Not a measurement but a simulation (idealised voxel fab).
process module | voxel self aligned contacts
cross-section cut | 170 nm wide | cells 5 nm
A cross-section is a grid of square cells, given in bands from the top down. A band is one or more rows of cells.
Each band's line starts with the height of the band's top and of its bottom, in nm. Then come its materials from left to right, each with its width in nm. One material with "throughout" fills the band from edge to edge. "air" is empty space.
Height 0 is the level under which the wafer as received is all one material. The lowest band goes on downwards, as in "0 down".
A width such as "30 to 40" changes by the same amount from each row of cells to the next, from the band's top row to its bottom row.
"no change" after a step means that no cell of the cross-section changed.
closed voids: empty space of 8 cells or more with no open way to the top, each as width x height at its distance from the left edge, in nm
after a step's settings: what the simulator itself notes on the step
overlay nm, on a step with a mask: how far to the right of its planned place the mask lay; to the left if negative
plan
1 op RECEIVE | material Si
2 op OXIDIZE | depth nm 5
3 op DIRECTIONAL_DEP | material polySi | thk nm 30
4 op DIRECTIONAL_DEP | material SiN | thk nm 20
5 op PATTERN | tone cover | mask id GATE | material resist | width nm 25 | pitch nm 50 | thk nm 20 | overlay nm 0
6 op DIRECTIONAL_ETCH | etch materials SiN | depth nm 20
7 op DIRECTIONAL_ETCH | etch materials polySi | depth nm 30
8 op STRIP | etch materials resist
9 op CONFORMAL_DEP | material SiN | thk nm 5
10 op DIRECTIONAL_ETCH | etch materials SiN | depth nm 5
11 op FILL_DEP | material SiO2 | thk nm 15
12 op CMP | height nm 55
13 op MASKED_ETCH | tone open | mask id CONTACT | width nm 35 | etch materials SiO2 | depth nm 60 | overlay nm 0
14 op CONFORMAL_DEP | material TiN | thk nm 5
15 op FILL_DEP | material W | thk nm 10
16 op CMP | height nm 55
17 op CONFORMAL_DEP | material SiCN | thk nm 5
as received, after step 1
  0 down: Si throughout
  closed voids: none
a wafer at the end: this start, this plan, one mistake
  60 to 55: SiCN throughout
  55 to 35: SiO2 40 | SiN 5 | polySi 25 | SiN 5 | TiN 5 | W 5 | TiN 5 | SiN 5 | polySi 25 | SiN 5 | SiO2 45
  35 to 30: SiO2 40 | SiN 5 | polySi 25 | SiN 5 | TiN 15 | SiN 5 | polySi 25 | SiN 5 | SiO2 45
  30 to 0: polySi throughout
  0 to -5: SiO2 throughout
  -5 down: Si throughout
  closed voids: none
what went wrong: step 3 was run twice
